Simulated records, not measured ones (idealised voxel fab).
Module name: voxel ribs on slabs (process module)
The figure presents cross-section cut, which has a width of 220 nm and is divided into square cells with an edge length of 5 nm.
Heads up, the way a cross-section reads in here is a grid of square cells, handed over as bands from the top down, with every band being one or more rows of cells. The band entry comprises the height of the band's top followed by the height of its bottom, expressed in nm, and subsequently the band's materials from left to right, each stated together with its width in nm. Where a single material is marked with the word "all across", that material fills the band from edge to edge. The word "empty" represents empty space. Ref level 0: as-received wafer is one material below here. Bottom band extends down with no lower bound ("0 -> down"). Width spec "30->40" -> top row of cells at first value, bottom row at second value, equal per-row change in between. It should be understood that the words "no modification", when stated for a given step, signify that the cross-section underwent no change in any of its cells during that step. Entry "Closed voids list". Content: empty spaces with no open connection to the top, size 8 cells or greater. Each: width x height at distance. Distance: from left edge. Unit: nm. On each step's line, the part that comes after the settings is the simulator's own comment on the step. Steps that use a mask can have "overlay nm" on their line. It says how far the mask sat to the right of where it was meant to be. Negative means to the left.

### List of planned process steps
1: RECEIVE | material Si
2: DIRECTIONAL_DEP | material SiO2 | thk nm 20
3: DIRECTIONAL_DEP | material polySi | thk nm 25
4: MASKED_ETCH | tone cover | mask id RIB | width nm 20 | etch materials polySi | depth nm 15 | overlay nm 0
5: PATTERN | tone cover | mask id SLAB | material resist | width nm 50 | thk nm 20 | overlay nm 0
6: DIRECTIONAL_ETCH | etch materials polySi | depth nm 10
7: STRIP | etch materials resist
8: FILL_DEP | material SiO2 | thk nm 20
9: CMP | height nm 60
10: DIRECTIONAL_DEP | material W | thk nm 5
11: PATTERN | tone cover | mask id HEATER | material resist | width nm 30 | thk nm 20 | overlay nm 0
12: DIRECTIONAL_ETCH | etch materials W | depth nm 5
13: STRIP | etch materials resist
14: CONFORMAL_DEP | material SiN | thk nm 5

### First of the two wafers, run per plan

### Wafer at receipt (post step 1), cross-section
0 -> down = Si all across
Closed voids list: none

### The following cross-section depicts the wafer upon completion of step 2
20 -> 0 = SiO2 all across
All layers under 0 are left as they were.

### The following cross-section depicts the wafer upon completion of step 3
45 -> 20 = polySi all across
All layers under 20 are left as they were.

### The following cross-section depicts the wafer upon completion of step 4
45 -> 30 = empty (100) | polySi (20) | empty (100)
All layers under 30 are left as they were.

### The following cross-section depicts the wafer upon completion of step 5
65 -> 45 = empty (85) | resist (50) | empty (85)
45 -> 30 = empty (85) | resist (15) | polySi (20) | resist (15) | empty (85)
All layers under 30 are left as they were.

### The following cross-section depicts the wafer upon completion of step 6
65 -> 45 = empty (85) | resist (50) | empty (85)
45 -> 30 = empty (85) | resist (15) | polySi (20) | resist (15) | empty (85)
30 -> 20 = empty (85) | polySi (50) | empty (85)
All layers under 20 are left as they were.

### The following cross-section depicts the wafer upon completion of step 7
45 -> 30 = empty (100) | polySi (20) | empty (100)
All layers under 30 are left as they were.

### The following cross-section depicts the wafer upon completion of step 8
65 -> 45 = SiO2 all across
45 -> 30 = SiO2 (100) | polySi (20) | SiO2 (100)
30 -> 20 = SiO2 (85) | polySi (50) | SiO2 (85)
All layers under 20 are left as they were.

### The following cross-section depicts the wafer upon completion of step 9
60 -> 45 = SiO2 all across
All layers under 45 are left as they were.

### The following cross-section depicts the wafer upon completion of step 10
65 -> 60 = W all across
All layers under 60 are left as they were.

### The following cross-section depicts the wafer upon completion of step 11
85 -> 65 = empty (95) | resist (30) | empty (95)
All layers under 65 are left as they were.

### The following cross-section depicts the wafer upon completion of step 12
85 -> 65 = empty (95) | resist (30) | empty (95)
65 -> 60 = empty (95) | W (30) | empty (95)
All layers under 60 are left as they were.

### The following cross-section depicts the wafer upon completion of step 13
65 -> 60 = empty (95) | W (30) | empty (95)
All layers under 60 are left as they were.

### The following cross-section depicts the wafer upon completion of step 14
70 -> 65 = empty (90) | SiN (40) | empty (90)
65 -> 60 = SiN (95) | W (30) | SiN (95)
All layers under 60 are left as they were.

### Wafer two: like wafer one in start and plan, but with one mistake in execution; identical up to and including step 10

### Second wafer at the planned finish of step 11, seen in cross-section
85 -> 65 = empty (100) | resist (25) | empty (95)
All layers under 65 are left as they were.

### Second wafer at the planned finish of step 12, seen in cross-section
85 -> 65 = empty (100) | resist (25) | empty (95)
65 -> 60 = empty (100) | W (25) | empty (95)
All layers under 60 are left as they were.

### Second wafer at the planned finish of step 13, seen in cross-section
65 -> 60 = empty (100) | W (25) | empty (95)
All layers under 60 are left as they were.

### Second wafer at the planned finish of step 14, seen in cross-section
70 -> 65 = empty (95) | SiN (35) | empty (90)
65 -> 60 = SiN (100) | W (25) | SiN (95)
All layers under 60 are left as they were.
Nonconformance to the process plan: off-plan run, step 11, actual operation and settings PATTERN | tone cover | mask id HEATER | material resist | width nm 25 | thk nm 20 | overlay nm 0
Final difference in cells, second wafer against first, listed per material as more or fewer: 1 fewer of W
